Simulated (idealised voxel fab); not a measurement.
A process module follows: voxel wiring stack.
The width of the displayed cross-section, cut, is 300 nm; its cells are square, with a size of 5 nm.
For the purposes of this document, a cross-section shall be understood as a grid of square cells, specified as bands listed in top-to-bottom order, each band consisting of one or more rows of cells. The band entry comprises the height of the band's top followed by the height of its bottom, expressed in nm, and subsequently the band's materials from left to right, each stated together with its width in nm. Where a single material is marked with the word "everywhere", that material fills the band from edge to edge. The word "air" represents empty space. Where do heights start? At 0: under that level the wafer as delivered is made of one material only. And the lowest band has no floor; it just carries on downward, as in "0 down". With a width like "30->40", each row of cells in the band differs from the next by the same amount, the top row carrying the first number and the bottom row the second. "remains unaltered" -> step changed no cross-section cell. Heads up: "Sealed-off cavities" only lists the empty pockets with no open path to the top that are 8 cells or more, and it writes them as width x height at distance, distance from the left edge, in nm. Text after the settings on a step's line: the simulator's own remark on that step. The setting "overlay nm" may be written on the line of a step. When the step uses a mask, the value reports how far to the right of the planned place the mask lay, and a negative value reports that it lay to the left.
# The following list gives the planned process steps
step 1: RECEIVE: material Si
step 2: CONFORMAL_DEP: material SiO2, thk nm 10
step 3: DIRECTIONAL_DEP: material TiN, thk nm 5
step 4: DIRECTIONAL_DEP: material W, thk nm 25
step 5: MASKED_ETCH: tone cover, mask id METAL_1, width nm 25, pitch nm 45, etch materials W, depth nm 25, overlay nm 0
step 6: MASKED_ETCH: tone cover, mask id METAL_1, width nm 25, pitch nm 45, etch materials TiN, depth nm 5, overlay nm 0
step 7: FILL_DEP: material lowk, thk nm 10
step 8: CMP: height nm 40
step 9: CONFORMAL_DEP: material SiCN, thk nm 5
step 10: DIRECTIONAL_DEP: material lowk, thk nm 20
step 11: MASKED_ETCH: tone open, mask id PLUG_1, width nm 15, pitch nm 45, etch materials lowk, depth nm 20, overlay nm 0
step 12: MASKED_ETCH: tone open, mask id PLUG_1, width nm 15, pitch nm 45, etch materials SiCN, depth nm 5, overlay nm 0
step 13: CONFORMAL_DEP: material TiN, thk nm 5
step 14: FILL_DEP: material W, thk nm 5
step 15: CMP: height nm 65
step 16: CONFORMAL_DEP: material SiN, thk nm 5
step 17: DIRECTIONAL_DEP: material SiO2, thk nm 20
step 18: DIRECTIONAL_DEP: material aC, thk nm 10
step 19: PATTERN: tone open, mask id METAL_2, material resist, width nm 25, pitch nm 45, thk nm 25, overlay nm 0
step 20: DIRECTIONAL_ETCH: etch materials aC, depth nm 10
step 21: STRIP: etch materials resist
step 22: DIRECTIONAL_ETCH: etch materials SiO2, depth nm 20
step 23: DIRECTIONAL_ETCH: etch materials SiN, depth nm 5
step 24: STRIP: etch materials aC
step 25: CONFORMAL_DEP: material TiN, thk nm 5
step 26: FILL_DEP: material Cu, thk nm 5
step 27: CMP: height nm 90
step 28: CONFORMAL_DEP: material SiN, thk nm 5
# So, the first of our two wafers, run just as we planned it
# Wafer as received: cross-section following step 1
  0 down = Si everywhere
  Sealed-off cavities: none
# Sectional view: wafer, after step 2
  10 to 0 = SiO2 everywhere
  Below 0 it's all the same as before, nothing changed down there.
# Sectional view: wafer, after step 3
  15 to 10 = TiN everywhere
  Below 10 it's all the same as before, nothing changed down there.
# Sectional view: wafer, after step 4
  40 to 15 = W everywhere
  Below 15 it's all the same as before, nothing changed down there.
# Sectional view: wafer, after step 5
  40 to 15 = 115 nm air / 25 nm W / 20 nm air / 25 nm W / 115 nm air
  Below 15 it's all the same as before, nothing changed down there.
# Sectional view: wafer, after step 6
  40 to 15 = 115 nm air / 25 nm W / 20 nm air / 25 nm W / 115 nm air
  15 to 10 = 115 nm air / 25 nm TiN / 20 nm air / 25 nm TiN / 115 nm air
  Below 10 it's all the same as before, nothing changed down there.
# Sectional view: wafer, after step 7
  50 to 40 = lowk everywhere
  40 to 15 = 115 nm lowk / 25 nm W / 20 nm lowk / 25 nm W / 115 nm lowk
  15 to 10 = 115 nm lowk / 25 nm TiN / 20 nm lowk / 25 nm TiN / 115 nm lowk
  Below 10 it's all the same as before, nothing changed down there.
# Sectional view: wafer, after step 8
  40 to 15 = 115 nm lowk / 25 nm W / 20 nm lowk / 25 nm W / 115 nm lowk
  Below 15 it's all the same as before, nothing changed down there.
# Sectional view: wafer, after step 9
  45 to 40 = SiCN everywhere
  Below 40 it's all the same as before, nothing changed down there.
# Sectional view: wafer, after step 10
  65 to 45 = lowk everywhere
  Below 45 it's all the same as before, nothing changed down there.
# Sectional view: wafer, after step 11
  65 to 45 = 115 nm lowk / 15 nm air / 30 nm lowk / 15 nm air / 125 nm lowk
  Below 45 it's all the same as before, nothing changed down there.
# Sectional view: wafer, after step 12
  65 to 45 = 115 nm lowk / 15 nm air / 30 nm lowk / 15 nm air / 125 nm lowk
  45 to 40 = 115 nm SiCN / 15 nm air / 30 nm SiCN / 15 nm air / 125 nm SiCN
  Below 40 it's all the same as before, nothing changed down there.
# Sectional view: wafer, after step 13
  70 to 65 = 120 nm TiN / 5 nm air / 40 nm TiN / 5 nm air / 130 nm TiN
  65 to 45 = 115 nm lowk / 5 nm TiN / 5 nm air / 5 nm TiN / 30 nm lowk / 5 nm TiN / 5 nm air / 5 nm TiN / 125 nm lowk
  45 to 40 = 115 nm SiCN / 15 nm TiN / 30 nm SiCN / 15 nm TiN / 125 nm SiCN
  Below 40 it's all the same as before, nothing changed down there.
# Sectional view: wafer, after step 14
  75 to 70 = W everywhere
  70 to 65 = 120 nm TiN / 5 nm W / 40 nm TiN / 5 nm W / 130 nm TiN
  65 to 45 = 115 nm lowk / 5 nm TiN / 5 nm W / 5 nm TiN / 30 nm lowk / 5 nm TiN / 5 nm W / 5 nm TiN / 125 nm lowk
  Below 45 it's all the same as before, nothing changed down there.
# Sectional view: wafer, after step 15
  65 to 45 = 115 nm lowk / 5 nm TiN / 5 nm W / 5 nm TiN / 30 nm lowk / 5 nm TiN / 5 nm W / 5 nm TiN / 125 nm lowk
  Below 45 it's all the same as before, nothing changed down there.
# Sectional view: wafer, after step 16
  70 to 65 = SiN everywhere
  Below 65 it's all the same as before, nothing changed down there.
# Sectional view: wafer, after step 17
  90 to 70 = SiO2 everywhere
  Below 70 it's all the same as before, nothing changed down there.
# Sectional view: wafer, after step 18
  100 to 90 = aC everywhere
  Below 90 it's all the same as before, nothing changed down there.
# Sectional view: wafer, after step 19
  125 to 100 = 115 nm resist / 25 nm air / 20 nm resist / 25 nm air / 115 nm resist
  Below 100 it's all the same as before, nothing changed down there.
# Sectional view: wafer, after step 20
  115 to 100 = 115 nm resist / 25 nm air / 20 nm resist / 25 nm air / 115 nm resist
  100 to 90 = 115 nm aC / 25 nm air / 20 nm aC / 25 nm air / 115 nm aC
  Below 90 it's all the same as before, nothing changed down there.
# Sectional view: wafer, after step 21
  100 to 90 = 115 nm aC / 25 nm air / 20 nm aC / 25 nm air / 115 nm aC
  Below 90 it's all the same as before, nothing changed down there.
# Sectional view: wafer, after step 22
  100 to 90 = 115 nm aC / 25 nm air / 20 nm aC / 25 nm air / 115 nm aC
  90 to 70 = 115 nm SiO2 / 25 nm air / 20 nm SiO2 / 25 nm air / 115 nm SiO2
  Below 70 it's all the same as before, nothing changed down there.
# Sectional view: wafer, after step 23
  100 to 90 = 115 nm aC / 25 nm air / 20 nm aC / 25 nm air / 115 nm aC
  90 to 70 = 115 nm SiO2 / 25 nm air / 20 nm SiO2 / 25 nm air / 115 nm SiO2
  70 to 65 = 115 nm SiN / 25 nm air / 20 nm SiN / 25 nm air / 115 nm SiN
  Below 65 it's all the same as before, nothing changed down there.
# Sectional view: wafer, after step 24
  90 to 70 = 115 nm SiO2 / 25 nm air / 20 nm SiO2 / 25 nm air / 115 nm SiO2
  Below 70 it's all the same as before, nothing changed down there.
# Sectional view: wafer, after step 25
  95 to 90 = 120 nm TiN / 15 nm air / 30 nm TiN / 15 nm air / 120 nm TiN
  90 to 70 = 115 nm SiO2 / 5 nm TiN / 15 nm air / 5 nm TiN / 20 nm SiO2 / 5 nm TiN / 15 nm air / 5 nm TiN / 115 nm SiO2
  70 to 65 = 115 nm SiN / 25 nm TiN / 20 nm SiN / 25 nm TiN / 115 nm SiN
  Below 65 it's all the same as before, nothing changed down there.
# Sectional view: wafer, after step 26
  100 to 95 = Cu everywhere
  95 to 90 = 120 nm TiN / 15 nm Cu / 30 nm TiN / 15 nm Cu / 120 nm TiN
  90 to 70 = 115 nm SiO2 / 5 nm TiN / 15 nm Cu / 5 nm TiN / 20 nm SiO2 / 5 nm TiN / 15 nm Cu / 5 nm TiN / 115 nm SiO2
  Below 70 it's all the same as before, nothing changed down there.
# Sectional view: wafer, after step 27
  90 to 70 = 115 nm SiO2 / 5 nm TiN / 15 nm Cu / 5 nm TiN / 20 nm SiO2 / 5 nm TiN / 15 nm Cu / 5 nm TiN / 115 nm SiO2
  Below 70 it's all the same as before, nothing changed down there.
# Sectional view: wafer, after step 28
  95 to 90 = SiN everywhere
  Below 90 it's all the same as before, nothing changed down there.
# Okay, second wafer. Nothing different at the start, nothing different in the plan, just one mistake somewhere in the running. As far as step 2, counting that step, it's the first wafer all over again
Cross-section of the second wafer at the time by which step 3 should have been completed according to the plan: remains unaltered
# Cross-section of the second wafer at the time by which step 4 should have been completed according to the plan
  35 to 10 = W everywhere
  Below 10 it's all the same as before, nothing changed down there.
# Cross-section of the second wafer at the time by which step 5 should have been completed according to the plan
  35 to 10 = 115 nm air / 25 nm W / 20 nm air / 25 nm W / 115 nm air
  Below 10 it's all the same as before, nothing changed down there.
Cross-section of the second wafer at the time by which step 6 should have been completed according to the plan: remains unaltered
# Cross-section of the second wafer at the time by which step 7 should have been completed according to the plan
  45 to 35 = lowk everywhere
  35 to 10 = 115 nm lowk / 25 nm W / 20 nm lowk / 25 nm W / 115 nm lowk
  Below 10 it's all the same as before, nothing changed down there.
# Cross-section of the second wafer at the time by which step 8 should have been completed according to the plan
  40 to 35 = lowk everywhere
  Below 35 it's all the same as before, nothing changed down there.
# Cross-section of the second wafer at the time by which step 9 should have been completed according to the plan
  45 to 40 = SiCN everywhere
  Below 40 it's all the same as before, nothing changed down there.
# Cross-section of the second wafer at the time by which step 10 should have been completed according to the plan
  65 to 45 = lowk everywhere
  Below 45 it's all the same as before, nothing changed down there.
# Cross-section of the second wafer at the time by which step 11 should have been completed according to the plan
  65 to 45 = 115 nm lowk / 15 nm air / 30 nm lowk / 15 nm air / 125 nm lowk
  Below 45 it's all the same as before, nothing changed down there.
# Cross-section of the second wafer at the time by which step 12 should have been completed according to the plan
  65 to 45 = 115 nm lowk / 15 nm air / 30 nm lowk / 15 nm air / 125 nm lowk
  45 to 40 = 115 nm SiCN / 15 nm air / 30 nm SiCN / 15 nm air / 125 nm SiCN
  Below 40 it's all the same as before, nothing changed down there.
# Cross-section of the second wafer at the time by which step 13 should have been completed according to the plan
  70 to 65 = 120 nm TiN / 5 nm air / 40 nm TiN / 5 nm air / 130 nm TiN
  65 to 45 = 115 nm lowk / 5 nm TiN / 5 nm air / 5 nm TiN / 30 nm lowk / 5 nm TiN / 5 nm air / 5 nm TiN / 125 nm lowk
  45 to 40 = 115 nm SiCN / 15 nm TiN / 30 nm SiCN / 15 nm TiN / 125 nm SiCN
  Below 40 it's all the same as before, nothing changed down there.
# Cross-section of the second wafer at the time by which step 14 should have been completed according to the plan
  75 to 70 = W everywhere
  70 to 65 = 120 nm TiN / 5 nm W / 40 nm TiN / 5 nm W / 130 nm TiN
  65 to 45 = 115 nm lowk / 5 nm TiN / 5 nm W / 5 nm TiN / 30 nm lowk / 5 nm TiN / 5 nm W / 5 nm TiN / 125 nm lowk
  Below 45 it's all the same as before, nothing changed down there.
# Cross-section of the second wafer at the time by which step 15 should have been completed according to the plan
  65 to 45 = 115 nm lowk / 5 nm TiN / 5 nm W / 5 nm TiN / 30 nm lowk / 5 nm TiN / 5 nm W / 5 nm TiN / 125 nm lowk
  Below 45 it's all the same as before, nothing changed down there.
# Cross-section of the second wafer at the time by which step 16 should have been completed according to the plan
  70 to 65 = SiN everywhere
  Below 65 it's all the same as before, nothing changed down there.
# Cross-section of the second wafer at the time by which step 17 should have been completed according to the plan
  90 to 70 = SiO2 everywhere
  Below 70 it's all the same as before, nothing changed down there.
# Cross-section of the second wafer at the time by which step 18 should have been completed according to the plan
  100 to 90 = aC everywhere
  Below 90 it's all the same as before, nothing changed down there.
# Cross-section of the second wafer at the time by which step 19 should have been completed according to the plan
  125 to 100 = 115 nm resist / 25 nm air / 20 nm resist / 25 nm air / 115 nm resist
  Below 100 it's all the same as before, nothing changed down there.
# Cross-section of the second wafer at the time by which step 20 should have been completed according to the plan
  115 to 100 = 115 nm resist / 25 nm air / 20 nm resist / 25 nm air / 115 nm resist
  100 to 90 = 115 nm aC / 25 nm air / 20 nm aC / 25 nm air / 115 nm aC
  Below 90 it's all the same as before, nothing changed down there.
# Cross-section of the second wafer at the time by which step 21 should have been completed according to the plan
  100 to 90 = 115 nm aC / 25 nm air / 20 nm aC / 25 nm air / 115 nm aC
  Below 90 it's all the same as before, nothing changed down there.
# Cross-section of the second wafer at the time by which step 22 should have been completed according to the plan
  100 to 90 = 115 nm aC / 25 nm air / 20 nm aC / 25 nm air / 115 nm aC
  90 to 70 = 115 nm SiO2 / 25 nm air / 20 nm SiO2 / 25 nm air / 115 nm SiO2
  Below 70 it's all the same as before, nothing changed down there.
# Cross-section of the second wafer at the time by which step 23 should have been completed according to the plan
  100 to 90 = 115 nm aC / 25 nm air / 20 nm aC / 25 nm air / 115 nm aC
  90 to 70 = 115 nm SiO2 / 25 nm air / 20 nm SiO2 / 25 nm air / 115 nm SiO2
  70 to 65 = 115 nm SiN / 25 nm air / 20 nm SiN / 25 nm air / 115 nm SiN
  Below 65 it's all the same as before, nothing changed down there.
# Cross-section of the second wafer at the time by which step 24 should have been completed according to the plan
  90 to 70 = 115 nm SiO2 / 25 nm air / 20 nm SiO2 / 25 nm air / 115 nm SiO2
  Below 70 it's all the same as before, nothing changed down there.
# Cross-section of the second wafer at the time by which step 25 should have been completed according to the plan
  95 to 90 = 120 nm TiN / 15 nm air / 30 nm TiN / 15 nm air / 120 nm TiN
  90 to 70 = 115 nm SiO2 / 5 nm TiN / 15 nm air / 5 nm TiN / 20 nm SiO2 / 5 nm TiN / 15 nm air / 5 nm TiN / 115 nm SiO2
  70 to 65 = 115 nm SiN / 25 nm TiN / 20 nm SiN / 25 nm TiN / 115 nm SiN
  Below 65 it's all the same as before, nothing changed down there.
# Cross-section of the second wafer at the time by which step 26 should have been completed according to the plan
  100 to 95 = Cu everywhere
  95 to 90 = 120 nm TiN / 15 nm Cu / 30 nm TiN / 15 nm Cu / 120 nm TiN
  90 to 70 = 115 nm SiO2 / 5 nm TiN / 15 nm Cu / 5 nm TiN / 20 nm SiO2 / 5 nm TiN / 15 nm Cu / 5 nm TiN / 115 nm SiO2
  Below 70 it's all the same as before, nothing changed down there.
# Cross-section of the second wafer at the time by which step 27 should have been completed according to the plan
  90 to 70 = 115 nm SiO2 / 5 nm TiN / 15 nm Cu / 5 nm TiN / 20 nm SiO2 / 5 nm TiN / 15 nm Cu / 5 nm TiN / 115 nm SiO2
  Below 70 it's all the same as before, nothing changed down there.
# Cross-section of the second wafer at the time by which step 28 should have been completed according to the plan
  95 to 90 = SiN everywhere
  Below 90 it's all the same as before, nothing changed down there.
Deviation from plan: skipped: plan step 3 (never run)
It is noted that, at the conclusion of processing, the second wafer exhibits a higher or lower cell count for certain materials relative to the first: 10 fewer of TiN; 10 more of lowk
